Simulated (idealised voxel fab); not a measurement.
The process module presented herein is designated voxel capacitor over wiring.
Section shown: cut. Width: 175 nm. Cell size: 5 nm, square.
For the purposes of this document, a cross-section shall be understood as a grid of square cells, specified as bands listed in top-to-bottom order, each band consisting of one or more rows of cells. Basically the band line says how high the top is and how high the bottom is, in nm, and then what's in it from left to right, every material with its width in nm. Empty space shows up as "blank", and if a single material carries "all across" it runs the full band edge to edge. A quick word on heights: they are counted from 0, and under that level the wafer as it came to us is one material throughout. The lowest band is different from the rest in having no bottom; it simply continues downward, written as in "0 -> down". The expression "30..40" gives the width at the extremes of the band, the first number at its top row of cells and the second at its bottom row, with the width changing by equal amounts from each row to the next in between. It should be understood that the words "no change", when stated for a given step, signify that the cross-section underwent no change in any of its cells during that step. For the entry "Trapped cavities", the listed items are empty spaces with no open way to the top whose size is 8 cells or more; each item follows the pattern width x height at distance, where distance is from the left edge and all three are in nm. On a step's line, text after the settings is the simulator commenting on that step. For masked steps, "overlay nm" on the step line gives how far right of plan the mask actually lay; a minus sign means it lay to the left.
[Process steps - plan]
1. op RECEIVE | material Si
2. op CONFORMAL_DEP | material SiO2 | thk nm 10
3. op CONFORMAL_DEP | material SiCN | thk nm 5
4. op DIRECTIONAL_DEP | material lowk | thk nm 15
5. op PATTERN | tone open | mask id METAL_1 | material resist | width nm 15 | pitch nm 90 | thk nm 15 | overlay nm 0
6. op DIRECTIONAL_ETCH | etch materials lowk | depth nm 15
7. op DIRECTIONAL_ETCH | etch materials SiCN | depth nm 5
8. op STRIP | etch materials resist
9. op CONFORMAL_DEP | material TiN | thk nm 5
10. op FILL_DEP | material Cu | thk nm 5
11. op CMP | height nm 30
12. op EPI | material Ru | thk nm 5
13. op FILL_DEP | material SiCN | thk nm 5
14. op DIRECTIONAL_DEP | material lowk | thk nm 15
15. op DIRECTIONAL_DEP | material aC | thk nm 10
16. op PATTERN | tone open | mask id PLUG_1 | material resist | width nm 15 | thk nm 25 | overlay nm 0
17. op DIRECTIONAL_ETCH | etch materials aC | depth nm 10
18. op STRIP | etch materials resist
19. op DIRECTIONAL_ETCH | etch materials lowk | depth nm 15
20. op DIRECTIONAL_ETCH | etch materials SiCN | depth nm 5
21. op STRIP | etch materials aC
22. op CONFORMAL_DEP | material TiN | thk nm 5
23. op FILL_DEP | material Ru | thk nm 5
24. op CMP | height nm 55
25. op DIRECTIONAL_DEP | material TiN | thk nm 5
26. op DIRECTIONAL_DEP | material Al2O3 | thk nm 5
27. op DIRECTIONAL_DEP | material TiN | thk nm 10
28. op MASKED_ETCH | tone cover | mask id UPPER_PLATE | width nm 75 | etch materials TiN | depth nm 10 | overlay nm 0
29. op MASKED_ETCH | tone cover | mask id UPPER_PLATE | width nm 75 | etch materials Al2O3 | depth nm 5 | overlay nm 0
30. op MASKED_ETCH | tone cover | mask id LOWER_PLATE | width nm 85 | etch materials TiN | depth nm 5 | overlay nm 0
31. op FILL_DEP | material SiO2 | thk nm 20
32. op CMP | height nm 90
33. op MASKED_ETCH | tone open | mask id PLUG_2 | width nm 15 | etch materials SiO2 | depth nm 15 | overlay nm 0
34. op CONFORMAL_DEP | material TiN | thk nm 5
35. op FILL_DEP | material W | thk nm 10
36. op CMP | height nm 90
37. op CONFORMAL_DEP | material SiN | thk nm 5
Don't read the plan's width nm for step 5 as applying to every wafer: that's the first wafer's value, and the wafers differ in it, though they all start identical.
[Cross-sectional view of the first of several wafers in the as-received condition, corresponding to the state following step 1]
    0 -> down: Si all across
    Trapped cavities: none
[Below is a per-wafer table. In it, each row describes the wafer at the end of the module by giving, for each material, the number of cells gained (+) or lost (-) since the wafer was received, and after that the closed voids of the wafer]
width nm 15 | +15 Al2O3 | +6 Cu | +13 Ru | +86 SiCN | +35 SiN | +244 SiO2 | +81 TiN | +2 W | +183 lowk | Trapped cavities: none
width nm 20 | +15 Al2O3 | +12 Cu | +15 Ru | +82 SiCN | +35 SiN | +244 SiO2 | +83 TiN | +2 W | +177 lowk | Trapped cavities: none
width nm 25 | +15 Al2O3 | +18 Cu | +17 Ru | +78 SiCN | +35 SiN | +244 SiO2 | +85 TiN | +2 W | +171 lowk | Trapped cavities: none
width nm 30 | +15 Al2O3 | +24 Cu | +19 Ru | +74 SiCN | +35 SiN | +244 SiO2 | +87 TiN | +2 W | +165 lowk | Trapped cavities: none
width nm 35 | +15 Al2O3 | +30 Cu | +21 Ru | +70 SiCN | +35 SiN | +244 SiO2 | +89 TiN | +2 W | +159 lowk | Trapped cavities: none
